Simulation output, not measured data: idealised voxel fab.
process module | voxel transistor to metal
cross-section cut | 180 nm wide | cells 5 nm
A cross-section is a grid of square cells, given in bands from the top down. A band is one or more rows of cells.
Each band's line starts with the height of the band's top and of its bottom, in nm. Then come its materials from left to right, each with its width in nm. One material with "throughout" fills the band from edge to edge. "air" is empty space.
Height 0 is the level under which the wafer as received is all one material. The lowest band goes on downwards, as in "0 down".
A width such as "30 to 40" changes by the same amount from each row of cells to the next, from the band's top row to its bottom row.
"no change" after a step means that no cell of the cross-section changed.
closed voids: empty space of 8 cells or more with no open way to the top, each as width x height at its distance from the left edge, in nm
after a step's settings: what the simulator itself notes on the step
overlay nm, on a step with a mask: how far to the right of its planned place the mask lay; to the left if negative
plan
1 op RECEIVE | material Si
2 op CONFORMAL_DEP | material SiO2 | thk nm 5
3 op CONFORMAL_DEP | material SiN | thk nm 15
4 op MASKED_ETCH | tone cover | mask id ACTIVE | width nm 115 | etch materials SiN | depth nm 15 | overlay nm 0
5 op MASKED_ETCH | tone cover | mask id ACTIVE | width nm 115 | etch materials SiO2 | depth nm 5 | overlay nm 0
6 op MASKED_ETCH | tone cover | mask id ACTIVE | width nm 115 | etch materials Si | depth nm 25 | overlay nm 0
7 op OXIDIZE | depth nm 5
8 op FILL_DEP | material SiO2 | thk nm 10
9 op CMP | height nm 20
10 op SELECTIVE_ETCH | etch materials SiO2 | depth nm 15
11 op STRIP | etch materials SiN
12 op SELECTIVE_ETCH | etch materials SiO2 | depth nm 5
13 op OXIDIZE | depth nm 5
14 op DIRECTIONAL_DEP | material polySi | thk nm 30
15 op DIRECTIONAL_DEP | material SiCN | thk nm 15
16 op PATTERN | tone cover | mask id GATE | material resist | width nm 25 | thk nm 15 | overlay nm 0
17 op DIRECTIONAL_ETCH | etch materials SiCN | depth nm 25
18 op DIRECTIONAL_ETCH | etch materials polySi | depth nm 40
19 op STRIP | etch materials resist
20 op CONFORMAL_DEP | material SiN | thk nm 10
21 op DIRECTIONAL_ETCH | etch materials SiN | depth nm 10
22 op DIRECTIONAL_ETCH | etch materials SiO2 | depth nm 5
23 op DIRECTIONAL_ETCH | etch materials Si | depth nm 10
24 op EPI | material pSi | thk nm 15
25 op FILL_DEP | material SiO2 | thk nm 10
26 op CMP | height nm 45
27 op DIRECTIONAL_DEP | material SiO2 | thk nm 15
28 op DIRECTIONAL_DEP | material aC | thk nm 15
29 op PATTERN | tone open | mask id CONTACT | material resist | width nm 15 | pitch nm 80 | thk nm 30 | overlay nm 0
30 op DIRECTIONAL_ETCH | etch materials aC | depth nm 15
31 op STRIP | etch materials resist
32 op DIRECTIONAL_ETCH | etch materials SiO2 | depth nm 60
33 op STRIP | etch materials aC
34 op CONFORMAL_DEP | material TiN | thk nm 5
35 op FILL_DEP | material Ru | thk nm 5
36 op CMP | height nm 60
37 op CONFORMAL_DEP | material SiN | thk nm 5
38 op DIRECTIONAL_DEP | material SiO2 | thk nm 15
39 op DIRECTIONAL_DEP | material aC | thk nm 10
40 op PATTERN | tone open | mask id METAL_1 | material resist | width nm 15 | pitch nm 80 | thk nm 30 | overlay nm 0
41 op DIRECTIONAL_ETCH | etch materials aC | depth nm 10
42 op STRIP | etch materials resist
43 op DIRECTIONAL_ETCH | etch materials SiO2 | depth nm 15
44 op DIRECTIONAL_ETCH | etch materials SiN | depth nm 5
45 op STRIP | etch materials aC
46 op CONFORMAL_DEP | material TiN | thk nm 5
47 op FILL_DEP | material Ru | thk nm 5
48 op CMP | height nm 80
49 op CONFORMAL_DEP | material SiCN | thk nm 5
50 op DIRECTIONAL_DEP | material SiO2 | thk nm 30
51 op DIRECTIONAL_DEP | material aC | thk nm 10
52 op PATTERN | tone open | mask id METAL_2 | material resist | width nm 15 | pitch nm 80 | thk nm 25 | overlay nm 0
53 op DIRECTIONAL_ETCH | etch materials aC | depth nm 10
54 op STRIP | etch materials resist
55 op DIRECTIONAL_ETCH | etch materials SiO2 | depth nm 20
56 op STRIP | etch materials aC
57 op MASKED_ETCH | tone open | mask id METAL_2_HOLES | width nm 15 | pitch nm 80 | etch materials SiO2 | depth nm 10 | overlay nm 0
58 op MASKED_ETCH | tone open | mask id METAL_2_HOLES | width nm 15 | pitch nm 80 | etch materials SiCN | depth nm 5 | overlay nm 0
59 op CONFORMAL_DEP | material TiN | thk nm 5
60 op FILL_DEP | material Cu | thk nm 10
61 op CMP | height nm 115
62 op CONFORMAL_DEP | material SiN | thk nm 5
as received, after step 1
  0 down: Si throughout
  closed voids: none
a wafer at the end: this start, this plan, one mistake
  120 to 115: SiN throughout
  115 to 85: SiO2 40 | TiN 5 | Cu 5 | TiN 5 | SiO2 65 | TiN 5 | Cu 5 | TiN 5 | SiO2 45
  85 to 80: SiCN 40 | TiN 15 | SiCN 65 | TiN 15 | SiCN 45
  80 to 65: SiO2 40 | TiN 5 | Ru 5 | TiN 5 | SiO2 65 | TiN 5 | Ru 5 | TiN 5 | SiO2 45
  65 to 60: SiN 40 | TiN 15 | SiN 65 | TiN 15 | SiN 45
  60 to 50: SiO2 40 | TiN 5 | Ru 5 | TiN 5 | SiO2 65 | TiN 5 | Ru 5 | TiN 5 | SiO2 45
  50 to 45: SiO2 40 | TiN 15 | SiO2 65 | TiN 15 | SiO2 45
  45 to 30: SiCN 75 | SiN 10 | SiO2 5 | SiN 10 | SiCN 80
  30 to 10: polySi 75 | SiN 10 | SiO2 5 | SiN 10 | polySi 80
  10 to 0: polySi 75 | SiN 10 | pSi 5 | SiN 10 | polySi 80
  0 to -5: SiO2 85 | pSi 5 | SiO2 90
  -5 to -15: SiO2 35 | Si 50 | pSi 5 | Si 50 | SiO2 40
  -15 to -30: SiO2 35 | Si 105 | SiO2 40
  -30 down: Si throughout
  closed voids: none
what went wrong: step 16 ran as: op PATTERN | tone open | mask id GATE | material resist | width nm 25 | thk nm 15 | overlay nm 0
